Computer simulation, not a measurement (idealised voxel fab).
The following is a process module called voxel transistor to metal.
FYI the section here is cut, 215 nm wide, cells are 5 nm squares.
Cross-section format: a grid of square cells, given as bands from top to bottom; each band is one or more rows of cells. Heads up on the band format: heights come first, top then bottom, in nm. After that it's the materials left to right, each with its width in nm. A single material flagged "all across" fills the whole band edge to edge, and "empty" means there's empty space there. Heights from 0 (as-received wafer is one material below). Bottom band endless downward, as "0 and below". Think of "30 to 40" as a width that walks from the first number to the second as you go down the band, top row to bottom row, taking equal-sized steps from row to row. "nothing changed" means the step left every cell of the cross-section as it was. Voids not open to the top, 8 cells minimum: see "Fully closed voids". Written width x height at distance; distance is from the left edge; nm. On each step's line, the part that comes after the settings is the simulator's own comment on the step. "overlay nm", when on a step's line for a step with a mask, measures how far to the right of its planned place the mask lay; a negative measure means to the left.
Process steps foreseen in the plan:
- 1: RECEIVE,material Si
- 2: CONFORMAL_DEP,material SiO2,thk nm 5
- 3: CONFORMAL_DEP,material SiN,thk nm 15
- 4: PATTERN,tone cover,mask id ACTIVE,material resist,width nm 110,thk nm 15,overlay nm 0
- 5: DIRECTIONAL_ETCH,etch materials SiN,depth nm 15
- 6: DIRECTIONAL_ETCH,etch materials SiO2,depth nm 5
- 7: DIRECTIONAL_ETCH,etch materials Si,depth nm 20
- 8: STRIP,etch materials resist
- 9: OXIDIZE,depth nm 5
- 10: FILL_DEP,material SiO2,thk nm 15
- 11: CMP,height nm 20
- 12: SELECTIVE_ETCH,etch materials SiO2,depth nm 10
- 13: STRIP,etch materials SiN
- 14: SELECTIVE_ETCH,etch materials SiO2,depth nm 5
- 15: OXIDIZE,depth nm 5
- 16: DIRECTIONAL_DEP,material polySi,thk nm 25
- 17: DIRECTIONAL_DEP,material SiCN,thk nm 10
- 18: MASKED_ETCH,tone cover,mask id GATE,width nm 20,etch materials SiCN,depth nm 20,overlay nm 0
- 19: MASKED_ETCH,tone cover,mask id GATE,width nm 20,etch materials polySi,depth nm 35,overlay nm 0
- 20: CONFORMAL_DEP,material SiO2,thk nm 5
- 21: DIRECTIONAL_ETCH,etch materials SiO2,depth nm 5
- 22: CONFORMAL_DEP,material SiN,thk nm 5
- 23: DIRECTIONAL_ETCH,etch materials SiN,depth nm 5
- 24: DIRECTIONAL_ETCH,etch materials SiO2,depth nm 5
- 25: DIRECTIONAL_ETCH,etch materials Si,depth nm 10
- 26: EPI,material SiGe,thk nm 15
- 27: FILL_DEP,material SiO2,thk nm 5
- 28: CMP,height nm 35
- 29: DIRECTIONAL_DEP,material SiO2,thk nm 15
- 30: DIRECTIONAL_DEP,material aC,thk nm 5
- 31: PATTERN,tone open,mask id CONTACT,material resist,width nm 20,pitch nm 70,thk nm 30,overlay nm 0
- 32: DIRECTIONAL_ETCH,etch materials aC,depth nm 10
- 33: STRIP,etch materials resist
- 34: DIRECTIONAL_ETCH,etch materials SiO2,depth nm 50
- 35: STRIP,etch materials aC
- 36: CONFORMAL_DEP,material TiN,thk nm 5
- 37: FILL_DEP,material W,thk nm 10
- 38: CMP,height nm 50
- 39: DIRECTIONAL_DEP,material TiN,thk nm 5
- 40: DIRECTIONAL_DEP,material Ru,thk nm 25
- 41: DIRECTIONAL_DEP,material aC,thk nm 15
- 42: PATTERN,tone cover,mask id METAL_1,material resist,width nm 20,pitch nm 70,thk nm 35,overlay nm 0
- 43: DIRECTIONAL_ETCH,etch materials aC,depth nm 15
- 44: STRIP,etch materials resist
- 45: DIRECTIONAL_ETCH,etch materials Ru,depth nm 25
- 46: DIRECTIONAL_ETCH,etch materials TiN,depth nm 5
- 47: STRIP,etch materials aC
- 48: FILL_DEP,material lowk,thk nm 10
- 49: CMP,height nm 80
- 50: CONFORMAL_DEP,material SiCN,thk nm 5
Every wafer here starts from the same state; it is the step 30 thk nm that distinguishes them, and the value the plan gives belongs to the first wafer.
Step 1 complete: as-received cross-section of the first of several wafers:
  0 and below = Si all across
  Fully closed voids: none
Post step 50, the closing step of the module: first of several wafers, cross-sectioned:
  85 down to 80 = SiCN all across
  80 down to 55 = lowk 60 nm, then Ru 20 nm, then lowk 50 nm, then Ru 20 nm, then lowk 65 nm
  55 down to 50 = lowk 60 nm, then TiN 20 nm, then lowk 50 nm, then TiN 20 nm, then lowk 65 nm
  50 down to 35 = SiO2 60 nm, then TiN 5 nm, then W 10 nm, then TiN 5 nm, then SiO2 50 nm, then TiN 5 nm, then W 10 nm, then TiN 5 nm, then SiO2 65 nm
  35 down to 25 = SiO2 60 nm, then TiN 5 nm, then W 10 nm, then TiN 5 nm, then SiO2 5 nm, then SiN 5 nm, then SiO2 5 nm, then SiCN 20 nm, then SiO2 5 nm, then SiN 5 nm, then SiO2 5 nm, then TiN 5 nm, then W 10 nm, then TiN 5 nm, then SiO2 65 nm
  25 down to 15 = SiO2 60 nm, then TiN 5 nm, then W 10 nm, then TiN 5 nm, then SiO2 5 nm, then SiN 5 nm, then SiO2 5 nm, then polySi 20 nm, then SiO2 5 nm, then SiN 5 nm, then SiO2 5 nm, then TiN 5 nm, then W 10 nm, then TiN 5 nm, then SiO2 65 nm
  15 down to 10 = SiO2 60 nm, then TiN 20 nm, then SiO2 5 nm, then SiN 5 nm, then SiO2 5 nm, then polySi 20 nm, then SiO2 5 nm, then SiN 5 nm, then SiO2 5 nm, then TiN 20 nm, then SiO2 65 nm
  10 down to 5 = SiO2 60 nm, then TiN 10 nm, then SiGe 15 nm, then SiN 5 nm, then SiO2 5 nm, then polySi 20 nm, then SiO2 5 nm, then SiN 5 nm, then SiGe 15 nm, then TiN 10 nm, then SiO2 65 nm
  5 down to 0 = SiO2 50 nm, then SiN 5 nm, then SiO2 5 nm, then TiN 10 nm, then SiGe 15 nm, then SiN 5 nm, then SiO2 5 nm, then polySi 20 nm, then SiO2 5 nm, then SiN 5 nm, then SiGe 15 nm, then TiN 10 nm, then SiO2 5 nm, then SiN 5 nm, then SiO2 55 nm
  0 down to -5 = SiO2 55 nm, then SiGe 30 nm, then SiO2 40 nm, then SiGe 30 nm, then SiO2 60 nm
  -5 down to -15 = SiO2 55 nm, then SiGe 30 nm, then Si 40 nm, then SiGe 30 nm, then SiO2 60 nm
  -15 down to -25 = SiO2 55 nm, then Si 100 nm, then SiO2 60 nm
  -25 and below = Si all across
  Fully closed voids: none
Module end, final wafer: cross-section:
  85 down to 80 = SiCN all across
  80 down to 55 = lowk 60 nm, then Ru 20 nm, then lowk 50 nm, then Ru 20 nm, then lowk 65 nm
  55 down to 50 = lowk 60 nm, then TiN 20 nm, then lowk 50 nm, then TiN 20 nm, then lowk 65 nm
  50 down to 35 = SiO2 all across
  35 down to 25 = SiO2 85 nm, then SiN 5 nm, then SiO2 5 nm, then SiCN 20 nm, then SiO2 5 nm, then SiN 5 nm, then SiO2 90 nm
  25 down to 10 = SiO2 85 nm, then SiN 5 nm, then SiO2 5 nm, then polySi 20 nm, then SiO2 5 nm, then SiN 5 nm, then SiO2 90 nm
  10 down to 5 = SiO2 70 nm, then SiGe 15 nm, then SiN 5 nm, then SiO2 5 nm, then polySi 20 nm, then SiO2 5 nm, then SiN 5 nm, then SiGe 15 nm, then SiO2 75 nm
  5 down to 0 = SiO2 50 nm, then SiN 5 nm, then SiO2 15 nm, then SiGe 15 nm, then SiN 5 nm, then SiO2 5 nm, then polySi 20 nm, then SiO2 5 nm, then SiN 5 nm, then SiGe 15 nm, then SiO2 15 nm, then SiN 5 nm, then SiO2 55 nm
  0 down to -5 = SiO2 55 nm, then SiGe 30 nm, then SiO2 40 nm, then SiGe 30 nm, then SiO2 60 nm
  -5 down to -15 = SiO2 55 nm, then SiGe 30 nm, then Si 40 nm, then SiGe 30 nm, then SiO2 60 nm
  -15 down to -25 = SiO2 55 nm, then Si 100 nm, then SiO2 60 nm
  -25 and below = Si all across
  Fully closed voids: none
Note: the following table is arranged by wafer, a row apiece. Each row reports the end-of-module state: per material, cells gained (+) or cells lost (-) compared with the wafer as received; closed voids follow:
thk nm 5, +40 Ru, -159 Si, +51 SiCN, +48 SiGe, +16 SiN, +425 SiO2, +52 TiN, +28 W, +210 lowk, +20 polySi, Fully closed voids: none
thk nm 10, +40 Ru, -159 Si, +51 SiCN, +48 SiGe, +16 SiN, +425 SiO2, +52 TiN, +28 W, +210 lowk, +20 polySi, Fully closed voids: none
thk nm 15, +40 Ru, -159 Si, +51 SiCN, +48 SiGe, +16 SiN, +497 SiO2, +8 TiN, +210 lowk, +20 polySi, Fully closed voids: none
thk nm 20, +40 Ru, -159 Si, +51 SiCN, +48 SiGe, +16 SiN, +497 SiO2, +8 TiN, +210 lowk, +20 polySi, Fully closed voids: none
thk nm 25, +40 Ru, -159 Si, +51 SiCN, +48 SiGe, +16 SiN, +497 SiO2, +8 TiN, +210 lowk, +20 polySi, Fully closed voids: none
